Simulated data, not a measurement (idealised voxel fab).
process module | voxel transistor to metal
cross-section cut | 215 nm wide | cells 5 nm
A cross-section is a grid of square cells, given in bands from the top down. A band is one or more rows of cells.
Each band's line starts with the height of the band's top and of its bottom, in nm. Then come its materials from left to right, each with its width in nm. One material with "throughout" fills the band from edge to edge. "air" is empty space.
Height 0 is the level under which the wafer as received is all one material. The lowest band goes on downwards, as in "0 down".
A width such as "30 to 40" changes by the same amount from each row of cells to the next, from the band's top row to its bottom row.
"no change" after a step means that no cell of the cross-section changed.
closed voids: empty space of 8 cells or more with no open way to the top, each as width x height at its distance from the left edge, in nm
after a step's settings: what the simulator itself notes on the step
overlay nm, on a step with a mask: how far to the right of its planned place the mask lay; to the left if negative
plan
1 op RECEIVE | material Si
2 op CONFORMAL_DEP | material SiO2 | thk nm 5
3 op CONFORMAL_DEP | material SiN | thk nm 15
4 op DIRECTIONAL_DEP | material aC | thk nm 15
5 op PATTERN | tone cover | mask id ACTIVE | material resist | width nm 120 | thk nm 35 | overlay nm 0
6 op DIRECTIONAL_ETCH | etch materials aC | depth nm 15
7 op STRIP | etch materials resist
8 op DIRECTIONAL_ETCH | etch materials SiN | depth nm 15
9 op DIRECTIONAL_ETCH | etch materials SiO2 | depth nm 5
10 op DIRECTIONAL_ETCH | etch materials Si | depth nm 20
11 op STRIP | etch materials aC
12 op OXIDIZE | depth nm 5
13 op FILL_DEP | material SiO2 | thk nm 15
14 op CMP | height nm 20
15 op SELECTIVE_ETCH | etch materials SiO2 | depth nm 10
16 op STRIP | etch materials SiN
17 op SELECTIVE_ETCH | etch materials SiO2 | depth nm 5
18 op OXIDIZE | depth nm 5
19 op DIRECTIONAL_DEP | material polySi | thk nm 25
20 op DIRECTIONAL_DEP | material SiCN | thk nm 10
21 op MASKED_ETCH | tone cover | mask id GATE | width nm 30 | etch materials SiCN | depth nm 20 | overlay nm 0
22 op MASKED_ETCH | tone cover | mask id GATE | width nm 30 | etch materials polySi | depth nm 35 | overlay nm 0
23 op CONFORMAL_DEP | material SiO2 | thk nm 5
24 op DIRECTIONAL_ETCH | etch materials SiO2 | depth nm 5
25 op CONFORMAL_DEP | material SiN | thk nm 10
26 op DIRECTIONAL_ETCH | etch materials SiN | depth nm 10
27 op DIRECTIONAL_ETCH | etch materials SiO2 | depth nm 5
28 op EPI | material nSi | thk nm 5
29 op FILL_DEP | material SiO2 | thk nm 10
30 op CMP | height nm 25
31 op STRIP | etch materials polySi
32 op SELECTIVE_ETCH | etch materials SiO2 | depth nm 5
33 op CONFORMAL_DEP | material HfO2 | thk nm 5
34 op CONFORMAL_DEP | material TiN | thk nm 5
35 op FILL_DEP | material W | thk nm 10
36 op CMP | height nm 20
37 op DIRECTIONAL_DEP | material SiO2 | thk nm 10
38 op PATTERN | tone open | mask id CONTACT | material resist | width nm 20 | pitch nm 90 | thk nm 20 | overlay nm 0
39 op DIRECTIONAL_ETCH | etch materials SiO2 | depth nm 30
40 op STRIP | etch materials resist
41 op CONFORMAL_DEP | material TiN | thk nm 5
42 op FILL_DEP | material Ru | thk nm 5
43 op CMP | height nm 30
44 op DIRECTIONAL_DEP | material TiN | thk nm 5
45 op DIRECTIONAL_DEP | material Ru | thk nm 15
46 op PATTERN | tone cover | mask id METAL_1 | material resist | width nm 20 | pitch nm 90 | thk nm 20 | overlay nm 0
47 op DIRECTIONAL_ETCH | etch materials Ru | depth nm 15
48 op DIRECTIONAL_ETCH | etch materials TiN | depth nm 5
49 op STRIP | etch materials resist
50 op CONFORMAL_DEP | material SiCN | thk nm 5
51 op FILL_DEP | material SiO2 | thk nm 5
52 op CMP | height nm 50
53 op CONFORMAL_DEP | material SiN | thk nm 5
as received, after step 1
  0 down: Si throughout
  closed voids: none
first wafer at the end, as planned
  55 to 50: SiN throughout
  50 to 35: SiO2 45 | SiCN 5 | Ru 20 | SiCN 5 | SiO2 60 | SiCN 5 | Ru 20 | SiCN 5 | SiO2 50
  35 to 30: SiCN 50 | TiN 20 | SiCN 70 | TiN 20 | SiCN 55
  30 to 20: SiO2 50 | TiN 5 | Ru 10 | TiN 5 | SiO2 70 | TiN 5 | Ru 10 | TiN 5 | SiO2 55
  20 to 10: SiO2 50 | TiN 5 | Ru 10 | TiN 5 | SiO2 5 | SiN 10 | HfO2 5 | TiN 5 | W 20 | TiN 5 | HfO2 5 | SiN 10 | SiO2 5 | TiN 5 | Ru 10 | TiN 5 | SiO2 55
  10 to 5: SiO2 50 | TiN 10 | Ru 5 | TiN 5 | SiO2 5 | SiN 10 | HfO2 5 | TiN 5 | W 20 | TiN 5 | HfO2 5 | SiN 10 | SiO2 5 | TiN 5 | Ru 5 | TiN 10 | SiO2 55
  5 to 0: SiO2 45 | SiN 10 | TiN 15 | SiO2 5 | SiN 10 | HfO2 5 | TiN 30 | HfO2 5 | SiN 10 | SiO2 5 | TiN 15 | SiN 10 | SiO2 50
  0 to -5: SiO2 55 | nSi 20 | SiO2 10 | HfO2 40 | SiO2 10 | nSi 20 | SiO2 60
  -5 to -25: SiO2 50 | Si 110 | SiO2 55
  -25 down: Si throughout
  closed voids: none
second wafer at the end: like start, like plan, one mistake
  55 to 50: SiN throughout
  50 to 35: SiO2 45 | SiCN 5 | Ru 20 | SiCN 5 | SiO2 60 | SiCN 5 | Ru 20 | SiCN 5 | SiO2 50
  35 to 30: SiCN 50 | TiN 20 | SiCN 70 | TiN 20 | SiCN 55
  30 to 20: SiO2 50 | TiN 5 | Ru 10 | TiN 5 | SiO2 70 | TiN 5 | Ru 10 | TiN 5 | SiO2 55
  20 to 10: SiO2 50 | TiN 5 | Ru 10 | TiN 5 | SiO2 5 | SiN 10 | TiN 5 | W 30 | TiN 5 | SiN 10 | SiO2 5 | TiN 5 | Ru 10 | TiN 5 | SiO2 55
  10 to 5: SiO2 50 | TiN 10 | Ru 5 | TiN 5 | SiO2 5 | SiN 10 | TiN 5 | W 30 | TiN 5 | SiN 10 | SiO2 5 | TiN 5 | Ru 5 | TiN 10 | SiO2 55
  5 to 0: SiO2 45 | SiN 10 | TiN 15 | SiO2 5 | SiN 10 | TiN 5 | W 30 | TiN 5 | SiN 10 | SiO2 5 | TiN 15 | SiN 10 | SiO2 50
  0 to -5: SiO2 55 | nSi 20 | SiO2 10 | TiN 40 | SiO2 10 | nSi 20 | SiO2 60
  -5 to -25: SiO2 50 | Si 110 | SiO2 55
  -25 down: Si throughout
  closed voids: none
what went wrong: step 33 was left out
at the end the second wafer has, in cells: 16 fewer of HfO2 | 4 more of TiN | 12 more of W
